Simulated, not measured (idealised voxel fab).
process module | voxel fin reveal
cross-section cut | 235 nm wide | cells 5 nm
A cross-section is a grid of square cells, given in bands from the top down. A band is one or more rows of cells.
Each band's line starts with the height of the band's top and of its bottom, in nm. Then come its materials from left to right, each with its width in nm. One material with "throughout" fills the band from edge to edge. "air" is empty space.
Height 0 is the level under which the wafer as received is all one material. The lowest band goes on downwards, as in "0 down".
A width such as "30 to 40" changes by the same amount from each row of cells to the next, from the band's top row to its bottom row.
"no change" after a step means that no cell of the cross-section changed.
closed voids: empty space of 8 cells or more with no open way to the top, each as width x height at its distance from the left edge, in nm
after a step's settings: what the simulator itself notes on the step
overlay nm, on a step with a mask: how far to the right of its planned place the mask lay; to the left if negative
plan
1 op RECEIVE | material Si
2 op CONFORMAL_DEP | material SiN | thk nm 5
3 op PATTERN | tone cover | mask id FINS | material resist | width nm 15 | pitch nm 40 | thk nm 20 | overlay nm 0
4 op DIRECTIONAL_ETCH | etch materials SiN | depth nm 5
5 op DIRECTIONAL_ETCH | etch materials Si | depth nm 40
6 op STRIP | etch materials resist
7 op FILL_DEP | material SiO2 | thk nm 10
8 op CMP | height nm 5
9 op SELECTIVE_ETCH | etch materials SiO2 | depth nm 30
10 op STRIP | etch materials SiN
11 op CONFORMAL_DEP | material SiO2 | thk nm 5
as received, after step 1
  0 down: Si throughout
  closed voids: none
first wafer at the end, as planned
  5 to 0: air 45 | SiO2 25 | air 15 | SiO2 25 | air 15 | SiO2 25 | air 15 | SiO2 25 | air 45
  0 to -20: air 45 | SiO2 5 | Si 15 | SiO2 5 | air 15 | SiO2 5 | Si 15 | SiO2 5 | air 15 | SiO2 5 | Si 15 | SiO2 5 | air 15 | SiO2 5 | Si 15 | SiO2 5 | air 45
  -20 to -40: SiO2 50 | Si 15 | SiO2 25 | Si 15 | SiO2 25 | Si 15 | SiO2 25 | Si 15 | SiO2 50
  -40 down: Si throughout
  closed voids: none
second wafer at the end: like start, like plan, one mistake
  15 to 0: air 35 | SiO2 165 | air 35
  0 to -10: air 35 | SiO2 15 | Si 15 | SiO2 25 | Si 15 | SiO2 25 | Si 15 | SiO2 25 | Si 15 | SiO2 15 | air 35
  -10 to -40: SiO2 50 | Si 15 | SiO2 25 | Si 15 | SiO2 25 | Si 15 | SiO2 25 | Si 15 | SiO2 50
  -40 down: Si throughout
  closed voids: none
what went wrong: step 11 ran as: op CONFORMAL_DEP | material SiO2 | thk nm 15
at the end the second wafer has, in cells: 159 more of SiO2
